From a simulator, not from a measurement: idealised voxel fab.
process module | voxel wiring stack
cross-section cut | 220 nm wide | cells 5 nm
A cross-section is a grid of square cells, given in bands from the top down. A band is one or more rows of cells.
Each band's line starts with the height of the band's top and of its bottom, in nm. Then come its materials from left to right, each with its width in nm. One material with "throughout" fills the band from edge to edge. "air" is empty space.
Height 0 is the level under which the wafer as received is all one material. The lowest band goes on downwards, as in "0 down".
A width such as "30 to 40" changes by the same amount from each row of cells to the next, from the band's top row to its bottom row.
"no change" after a step means that no cell of the cross-section changed.
closed voids: empty space of 8 cells or more with no open way to the top, each as width x height at its distance from the left edge, in nm
after a step's settings: what the simulator itself notes on the step
overlay nm, on a step with a mask: how far to the right of its planned place the mask lay; to the left if negative
plan
1 op RECEIVE | material Si
2 op CONFORMAL_DEP | material SiO2 | thk nm 10
3 op CONFORMAL_DEP | material SiN | thk nm 5
4 op DIRECTIONAL_DEP | material lowk | thk nm 15
5 op MASKED_ETCH | tone open | mask id METAL_1 | width nm 20 | pitch nm 50 | etch materials lowk | depth nm 15 | overlay nm 0
6 op MASKED_ETCH | tone open | mask id METAL_1 | width nm 20 | pitch nm 50 | etch materials SiN | depth nm 5 | overlay nm 0
7 op CONFORMAL_DEP | material TiN | thk nm 5
8 op FILL_DEP | material Cu | thk nm 5
9 op CMP | height nm 30
10 op CONFORMAL_DEP | material SiCN | thk nm 5
11 op DIRECTIONAL_DEP | material SiO2 | thk nm 10
12 op MASKED_ETCH | tone open | mask id PLUG_1 | width nm 15 | pitch nm 50 | etch materials SiO2 | depth nm 10 | overlay nm 0
13 op MASKED_ETCH | tone open | mask id PLUG_1 | width nm 15 | pitch nm 50 | etch materials SiCN | depth nm 5 | overlay nm 0
14 op EPI | material Ru | thk nm 10
15 op EPI | material Ru | thk nm 5
16 op DIRECTIONAL_DEP | material TiN | thk nm 5
17 op DIRECTIONAL_DEP | material Ru | thk nm 20
18 op DIRECTIONAL_DEP | material aC | thk nm 15
19 op PATTERN | tone cover | mask id METAL_2 | material resist | width nm 20 | pitch nm 50 | thk nm 30 | overlay nm 0
20 op DIRECTIONAL_ETCH | etch materials aC | depth nm 15
21 op STRIP | etch materials resist
22 op DIRECTIONAL_ETCH | etch materials Ru | depth nm 20
23 op DIRECTIONAL_ETCH | etch materials TiN | depth nm 5
24 op STRIP | etch materials aC
25 op CONFORMAL_DEP | material SiN | thk nm 5
26 op FILL_DEP | material lowk | thk nm 10
27 op CMP | height nm 70
28 op CONFORMAL_DEP | material SiCN | thk nm 5
29 op DIRECTIONAL_DEP | material SiO2 | thk nm 10
30 op PATTERN | tone open | mask id PLUG_2 | material resist | width nm 15 | pitch nm 50 | thk nm 15 | overlay nm 0
31 op DIRECTIONAL_ETCH | etch materials SiO2 | depth nm 10
32 op DIRECTIONAL_ETCH | etch materials SiCN | depth nm 5
33 op STRIP | etch materials resist
34 op EPI | material Ru | thk nm 10
35 op EPI | material Ru | thk nm 5
36 op CONFORMAL_DEP | material SiN | thk nm 5
37 op DIRECTIONAL_DEP | material SiO2 | thk nm 25
38 op PATTERN | tone open | mask id METAL_3 | material resist | width nm 20 | pitch nm 50 | thk nm 15 | overlay nm 0
39 op DIRECTIONAL_ETCH | etch materials SiO2 | depth nm 25
40 op DIRECTIONAL_ETCH | etch materials SiN | depth nm 5
41 op STRIP | etch materials resist
42 op CONFORMAL_DEP | material TiN | thk nm 5
43 op FILL_DEP | material Ru | thk nm 5
44 op CMP | height nm 115
45 op CONFORMAL_DEP | material SiCN | thk nm 5
as received, after step 1
  0 down: Si throughout
  closed voids: none
first wafer at the end, as planned
  120 to 115: SiCN throughout
  115 to 90: SiO2 75 | TiN 5 | Ru 10 | TiN 5 | SiO2 30 | TiN 5 | Ru 10 | TiN 5 | SiO2 75
  90 to 85: SiN 75 | TiN 20 | SiN 30 | TiN 20 | SiN 75
  85 to 75: SiO2 75 | Ru 15 | SiO2 35 | Ru 15 | SiO2 80
  75 to 70: SiCN 75 | Ru 15 | SiCN 35 | Ru 15 | SiCN 80
  70 to 50: lowk 70 | SiN 5 | Ru 20 | SiN 5 | lowk 20 | SiN 5 | Ru 20 | SiN 5 | lowk 70
  50 to 45: SiN 75 | TiN 20 | SiN 30 | TiN 20 | SiN 75
  45 to 35: SiO2 75 | Ru 15 | SiO2 35 | Ru 15 | SiO2 80
  35 to 30: SiCN 75 | Ru 15 | SiCN 35 | Ru 15 | SiCN 80
  30 to 15: lowk 75 | TiN 5 | Cu 10 | TiN 5 | lowk 30 | TiN 5 | Cu 10 | TiN 5 | lowk 75
  15 to 10: SiN 75 | TiN 20 | SiN 30 | TiN 20 | SiN 75
  10 to 0: SiO2 throughout
  0 down: Si throughout
  closed voids: none
second wafer at the end: like start, like plan, one mistake
  120 to 115: SiCN throughout
  115 to 90: SiO2 75 | TiN 5 | Cu 10 | TiN 5 | SiO2 30 | TiN 5 | Cu 10 | TiN 5 | SiO2 75
  90 to 85: SiN 75 | TiN 20 | SiN 30 | TiN 20 | SiN 75
  85 to 75: SiO2 75 | Ru 15 | SiO2 35 | Ru 15 | SiO2 80
  75 to 70: SiCN 75 | Ru 15 | SiCN 35 | Ru 15 | SiCN 80
  70 to 50: lowk 70 | SiN 5 | Ru 20 | SiN 5 | lowk 20 | SiN 5 | Ru 20 | SiN 5 | lowk 70
  50 to 45: SiN 75 | TiN 20 | SiN 30 | TiN 20 | SiN 75
  45 to 35: SiO2 75 | Ru 15 | SiO2 35 | Ru 15 | SiO2 80
  35 to 30: SiCN 75 | Ru 15 | SiCN 35 | Ru 15 | SiCN 80
  30 to 15: lowk 75 | TiN 5 | Cu 10 | TiN 5 | lowk 30 | TiN 5 | Cu 10 | TiN 5 | lowk 75
  15 to 10: SiN 75 | TiN 20 | SiN 30 | TiN 20 | SiN 75
  10 to 0: SiO2 throughout
  0 down: Si throughout
  closed voids: none
what went wrong: step 43 ran as: op FILL_DEP | material Cu | thk nm 5
at the end the second wafer has, in cells: 20 more of Cu | 20 fewer of Ru
